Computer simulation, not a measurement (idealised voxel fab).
The process module that follows is named voxel transistor to metal.
The figure presents cross-section cut, which has a width of 215 nm and is divided into square cells with an edge length of 5 nm.
Each cross-section below is a grid of square cells, stated as bands in top-down order, with one or more rows of cells making up each band. Look at the band entry: it leads with the top's height and the bottom's height in nm. Then it lists the materials left to right, with a width in nm for each. The word "everywhere" on a single material says that material fills the band edge to edge. The word "air" is empty space. Where do heights start? At 0: under that level the wafer as delivered is made of one material only. And the lowest band has no floor; it just carries on downward, as in "0 -> down". The width entry "30..40" should be interpreted row by row: the top row of cells in the band takes the first number, the bottom row takes the second number, and the change between adjacent rows is uniform throughout. "identical to before" for a step: no cell of the cross-section changed in that step. Closed-off voids of 8+ cells (no open route to the top) go in "Unvented voids", written width x height at distance from the left edge, in nm. Formally, on a step line, whatever follows the settings is a remark that the simulator itself makes on the step. What "overlay nm" on a step's line means: if the step has a mask, that mask lay this far to the right of its planned place, or, when the value is negative, to the left.
The following list gives the planned process steps
1: RECEIVE with material Si
2: CONFORMAL_DEP with material SiO2, thk nm 5
3: CONFORMAL_DEP with material SiN, thk nm 10
4: DIRECTIONAL_DEP with material aC, thk nm 15
5: PATTERN with tone cover, mask id ACTIVE, material resist, width nm 115, thk nm 30, overlay nm 0
6: DIRECTIONAL_ETCH with etch materials aC, depth nm 15
7: STRIP with etch materials resist
8: DIRECTIONAL_ETCH with etch materials SiN, depth nm 10
9: DIRECTIONAL_ETCH with etch materials SiO2, depth nm 5
10: DIRECTIONAL_ETCH with etch materials Si, depth nm 30
11: STRIP with etch materials aC
12: FILL_DEP with material SiO2, thk nm 10
13: CMP with height nm 15
14: SELECTIVE_ETCH with etch materials SiO2, depth nm 5
15: STRIP with etch materials SiN
16: SELECTIVE_ETCH with etch materials SiO2, depth nm 5
17: OXIDIZE with depth nm 5
18: DIRECTIONAL_DEP with material polySi, thk nm 30
19: DIRECTIONAL_DEP with material SiCN, thk nm 15
20: MASKED_ETCH with tone cover, mask id GATE, width nm 35, etch materials SiCN, depth nm 25, overlay nm 0
21: MASKED_ETCH with tone cover, mask id GATE, width nm 35, etch materials polySi, depth nm 40, overlay nm 0
22: CONFORMAL_DEP with material SiO2, thk nm 5
23: DIRECTIONAL_ETCH with etch materials SiO2, depth nm 5
24: CONFORMAL_DEP with material SiN, thk nm 5
25: DIRECTIONAL_ETCH with etch materials SiN, depth nm 5
26: DIRECTIONAL_ETCH with etch materials SiO2, depth nm 5
27: DIRECTIONAL_ETCH with etch materials Si, depth nm 15
28: EPI with material pSi, thk nm 20
29: FILL_DEP with material SiO2, thk nm 5
30: CMP with height nm 30
31: STRIP with etch materials polySi
32: SELECTIVE_ETCH with etch materials SiO2, depth nm 5
33: CONFORMAL_DEP with material HfO2, thk nm 5
34: CONFORMAL_DEP with material TiN, thk nm 5
35: FILL_DEP with material W, thk nm 5
36: CMP with height nm 25
37: DIRECTIONAL_DEP with material SiO2, thk nm 10
38: MASKED_ETCH with tone open, mask id CONTACT, width nm 20, pitch nm 85, etch materials SiO2, depth nm 20, overlay nm 0
39: CONFORMAL_DEP with material TiN, thk nm 5
40: FILL_DEP with material W, thk nm 5
41: CMP with height nm 35
42: DIRECTIONAL_DEP with material TiN, thk nm 5
43: DIRECTIONAL_DEP with material W, thk nm 15
44: MASKED_ETCH with tone cover, mask id METAL_1, width nm 20, pitch nm 85, etch materials W, depth nm 15, overlay nm 0
45: MASKED_ETCH with tone cover, mask id METAL_1, width nm 20, pitch nm 85, etch materials TiN, depth nm 5, overlay nm 0
46: FILL_DEP with material SiO2, thk nm 5
47: CMP with height nm 55
48: CONFORMAL_DEP with material SiN, thk nm 5
Here's what the wafer looked like in cross-section when it arrived - that's after step 1
- 0 -> down = Si everywhere
- Unvented voids: none
Wafer cross-section at module end: first of two, run to plan
- 60 -> 55 = SiN everywhere
- 55 -> 40 = SiO2: 55; W: 20; SiO2: 65; W: 20; SiO2: 55
- 40 -> 35 = SiO2: 55; TiN: 20; SiO2: 65; TiN: 20; SiO2: 55
- 35 -> 25 = SiO2: 55; TiN: 5; W: 10; TiN: 5; SiO2: 65; TiN: 5; W: 10; TiN: 5; SiO2: 55
- 25 -> 20 = SiO2: 55; TiN: 5; W: 10; TiN: 5; SiO2: 5; SiN: 5; HfO2: 5; TiN: 5; W: 25; TiN: 5; HfO2: 5; SiN: 5; SiO2: 5; TiN: 5; W: 10; TiN: 5; SiO2: 55
- 20 -> 15 = SiO2: 55; TiN: 20; SiO2: 5; SiN: 5; HfO2: 5; TiN: 5; W: 25; TiN: 5; HfO2: 5; SiN: 5; SiO2: 5; TiN: 20; SiO2: 55
- 15 -> 5 = SiO2: 45; pSi: 35; SiN: 5; HfO2: 5; TiN: 5; W: 25; TiN: 5; HfO2: 5; SiN: 5; pSi: 35; SiO2: 45
- 5 -> 0 = SiO2: 45; pSi: 5; SiN: 5; pSi: 25; SiN: 5; HfO2: 5; TiN: 35; HfO2: 5; SiN: 5; pSi: 25; SiN: 5; pSi: 5; SiO2: 45
- 0 -> -5 = SiO2: 55; pSi: 25; SiO2: 5; HfO2: 45; SiO2: 5; pSi: 25; SiO2: 55
- -5 -> -20 = SiO2: 50; Si: 5; pSi: 25; Si: 55; pSi: 25; Si: 5; SiO2: 50
- -20 -> -30 = SiO2: 50; Si: 115; SiO2: 50
- -30 -> down = Si everywhere
- Unvented voids: none
Cross-sectional view: second of two wafers, end of module; start and plan identical to the first, one mistake in running
- 60 -> 55 = SiN everywhere
- 55 -> 40 = SiO2: 55; W: 20; SiO2: 65; W: 20; SiO2: 55
- 40 -> 35 = SiO2: 55; TiN: 20; SiO2: 65; TiN: 20; SiO2: 55
- 35 -> 25 = SiO2: 55; TiN: 5; W: 10; TiN: 5; SiO2: 65; TiN: 5; W: 10; TiN: 5; SiO2: 55
- 25 -> 20 = SiO2: 55; TiN: 5; W: 10; TiN: 5; SiO2: 5; SiN: 5; HfO2: 5; TiN: 5; W: 25; TiN: 5; HfO2: 5; SiN: 5; SiO2: 5; TiN: 5; W: 10; TiN: 5; SiO2: 55
- 20 -> 15 = SiO2: 55; TiN: 20; SiO2: 5; SiN: 5; HfO2: 5; TiN: 5; W: 25; TiN: 5; HfO2: 5; SiN: 5; SiO2: 5; TiN: 20; SiO2: 55
- 15 -> 5 = SiO2: 60..50; pSi: 20..30; SiN: 5; HfO2: 5; TiN: 5; W: 25; TiN: 5; HfO2: 5; SiN: 5; pSi: 20..30; SiO2: 60..50
- 5 -> 0 = SiO2: 50; SiN: 5; pSi: 25; SiN: 5; HfO2: 5; TiN: 35; HfO2: 5; SiN: 5; pSi: 25; SiN: 5; SiO2: 50
- 0 -> -5 = SiO2: 55; pSi: 25; SiO2: 5; HfO2: 45; SiO2: 5; pSi: 25; SiO2: 55
- -5 -> -10 = SiO2: 55; pSi: 25; Si: 55; pSi: 25; SiO2: 55
- -10 -> -20 = SiO2: 50; Si: 5; pSi: 25; Si: 55; pSi: 25; Si: 5; SiO2: 50
- -20 -> -30 = SiO2: 50; Si: 115; SiO2: 50
- -30 -> down = Si everywhere
- Unvented voids: none
Deviation from plan: no execution of plan step 2; skipped
Wrapping up, a cell-based count of both wafers puts the second over or under the first for these materials: Si: 2 fewer | SiO2: 12 more | pSi: 10 fewer
